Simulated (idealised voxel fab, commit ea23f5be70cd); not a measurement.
The document below concerns the process module designated voxel air gaps.
Cross-sectional view cut (width: 250 nm; square cell size: 5 nm).
Square cells in a grid make up a cross-section in this document, and the grid is given as bands, listed from the top down, each one or more rows of cells.
Band: top and bottom heights (nm) first, top before bottom; then materials from left to right, widths in nm. "full width" marks a sole material filling the band edge to edge. "air" denotes empty space.
Basically, 0 is our baseline, since under it the wafer straight out of the box is all one material. The bottom band has no lower end and keeps on going down, so it looks like "0..down".
So if you see something like "30->40" for the width, read it as the top row of the band sitting at the first number and the bottom row at the second, with every row in between moving by the same amount as the last.
Reading "no modifications" for a step: not a cell of the cross-section changed in it.
Listed in "Encapsulated voids": every empty space of 8 or more cells without an open way to the top. Form: width x height at distance, the distance being from the left edge, all in nm.
That trailing text on a step's line, after the settings, is the simulator's own remark on the step.
When a step includes a mask, the "overlay nm" setting on its line states how far to the right of its planned place that mask lay, and negative values state how far to the left.

# plan
step 1: RECEIVE,material Si
step 2: CONFORMAL_DEP,material SiO2,thk nm 10
step 3: CONFORMAL_DEP,material SiN,thk nm 5
step 4: DIRECTIONAL_DEP,material lowk,thk nm 30
step 5: DIRECTIONAL_DEP,material aC,thk nm 15
step 6: PATTERN,tone open,mask id LINES,material resist,width nm 15,pitch nm 40,thk nm 35,overlay nm 0
step 7: DIRECTIONAL_ETCH,etch materials aC,depth nm 15
step 8: STRIP,etch materials resist
step 9: DIRECTIONAL_ETCH,etch materials lowk,depth nm 30
step 10: STRIP,etch materials aC
step 11: CONFORMAL_DEP,material TiN,thk nm 5
step 12: FILL_DEP,material Cu,thk nm 5
step 13: CMP,height nm 45
step 14: EPI,material Ru,thk nm 10
step 15: SELECTIVE_ETCH,etch materials lowk,depth nm 40
step 16: CONFORMAL_DEP,material SiN,thk nm 5

# So this is the incoming wafer in cross-section - it's already been through step 1
  0..down: Si full width
  Encapsulated voids: none

# Same starting wafer, same plan as above, one mistake in the execution; this is the cross-section at the end of the module
  60..55: air: 35  SiN: 175  air: 40
  55..45: air: 35  SiN: 5  Ru: 165  SiN: 5  air: 40
  45..40: air: 35  SiN: 15  TiN: 5  Cu: 15  TiN: 5  lowk: 15  TiN: 5  Cu: 15  TiN: 5  lowk: 15  TiN: 5  Cu: 15  TiN: 5  lowk: 15  TiN: 5  Cu: 15  TiN: 5  SiN: 15  air: 40
  40..20: air: 45  SiN: 5  TiN: 5  Cu: 15  TiN: 5  lowk: 15  TiN: 5  Cu: 15  TiN: 5  lowk: 15  TiN: 5  Cu: 15  TiN: 5  lowk: 15  TiN: 5  Cu: 15  TiN: 5  SiN: 5  air: 50
  20..15: SiN: 50  TiN: 25  lowk: 15  TiN: 25  lowk: 15  TiN: 25  lowk: 15  TiN: 25  SiN: 55
  15..10: SiN full width
  10..0: SiO2 full width
  0..down: Si full width
  Encapsulated voids: none
The mistake made against the process plan was this: in deviation from the planned setting, step 6 was conducted as PATTERN,tone open,mask id LINES,material resist,width nm 25,pitch nm 40,thk nm 35,overlay nm 0
